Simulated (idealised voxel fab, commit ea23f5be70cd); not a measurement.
Process module in this document: voxel trench capacitor
The cross-section on display is named cut; it measures 250 nm wide, and its cells are 5 nm squares.
This document writes a cross-section as a grid whose cells are square, and gives it as bands, listed from the top down; one or more rows of cells form a band. In this notation a band is specified by the heights of its top and bottom, in that order and in nm, after which its materials appear from left to right, each paired with its width in nm. The word "throughout" attached to a single material means that material fills the band from edge to edge; the word "air" stands for empty space. Beneath 0, the wafer as received is one material, and that level is where height counting begins. The lowest band goes on downward without a bottom; it is written like "0 nm and below". Width: "30..40" (first number = top row, second number = bottom row, same change from row to row of cells). "no modification" means the step left every cell of the cross-section as it was. The entry titled "Catalogued sealed voids" provides the empty spaces that have no open way to the top, restricted to those of 8 cells or more. Each is presented as width x height at distance, the distance being measured from the left edge, with all three in nm. On a step's line, text after the settings is the simulator commenting on that step. Steps that use a mask can have "overlay nm" on their line. It says how far the mask sat to the right of where it was meant to be. Negative means to the left.

### So here's the lineup of process steps we planned
1 RECEIVE with material Si
2 CONFORMAL_DEP with material SiN, thk nm 10
3 DIRECTIONAL_DEP with material aC, thk nm 15
4 PATTERN with tone open, mask id TRENCH, material resist, width nm 30, pitch nm 60, thk nm 35, overlay nm 0
5 DIRECTIONAL_ETCH with etch materials aC, depth nm 15
6 STRIP with etch materials resist
7 DIRECTIONAL_ETCH with etch materials SiN, depth nm 10
8 DIRECTIONAL_ETCH with etch materials Si, depth nm 25
9 STRIP with etch materials aC
10 CONFORMAL_DEP with material Al2O3, thk nm 5
11 CONFORMAL_DEP with material TiN, thk nm 5
12 FILL_DEP with material W, thk nm 5
13 CMP with height nm 10

### Cross-section, incoming material, after step 1
0 nm and below = Si throughout
Catalogued sealed voids: none

### End-of-module XS, first of two wafers, run as planned
10 nm to 0 nm = 80 nm SiN, 5 nm Al2O3, 5 nm TiN, 10 nm W, 5 nm TiN, 5 nm Al2O3, 30 nm SiN, 5 nm Al2O3, 5 nm TiN, 10 nm W, 5 nm TiN, 5 nm Al2O3, 80 nm SiN
0 nm to -15 nm = 80 nm Si, 5 nm Al2O3, 5 nm TiN, 10 nm W, 5 nm TiN, 5 nm Al2O3, 30 nm Si, 5 nm Al2O3, 5 nm TiN, 10 nm W, 5 nm TiN, 5 nm Al2O3, 80 nm Si
-15 nm to -20 nm = 80 nm Si, 5 nm Al2O3, 20 nm TiN, 5 nm Al2O3, 30 nm Si, 5 nm Al2O3, 20 nm TiN, 5 nm Al2O3, 80 nm Si
-20 nm to -25 nm = 80 nm Si, 30 nm Al2O3, 30 nm Si, 30 nm Al2O3, 80 nm Si
-25 nm and below = Si throughout
Catalogued sealed voids: none

### Cross-sectional view: second of two wafers, end of module; start and plan identical to the first, one mistake in running
0 nm to -15 nm = 80 nm Si, 5 nm Al2O3, 5 nm TiN, 10 nm W, 5 nm TiN, 5 nm Al2O3, 30 nm Si, 5 nm Al2O3, 5 nm TiN, 10 nm W, 5 nm TiN, 5 nm Al2O3, 80 nm Si
-15 nm to -20 nm = 80 nm Si, 5 nm Al2O3, 20 nm TiN, 5 nm Al2O3, 30 nm Si, 5 nm Al2O3, 20 nm TiN, 5 nm Al2O3, 80 nm Si
-20 nm to -25 nm = 80 nm Si, 30 nm Al2O3, 30 nm Si, 30 nm Al2O3, 80 nm Si
-25 nm and below = Si throughout
Catalogued sealed voids: none
Misprocessing identified: step 13: run off-plan, actual operation and settings CMP with height nm 0
Final difference in cells, second wafer against first, listed per material as more or fewer: Al2O3 -8 | SiN -76 | TiN -8 | W -8
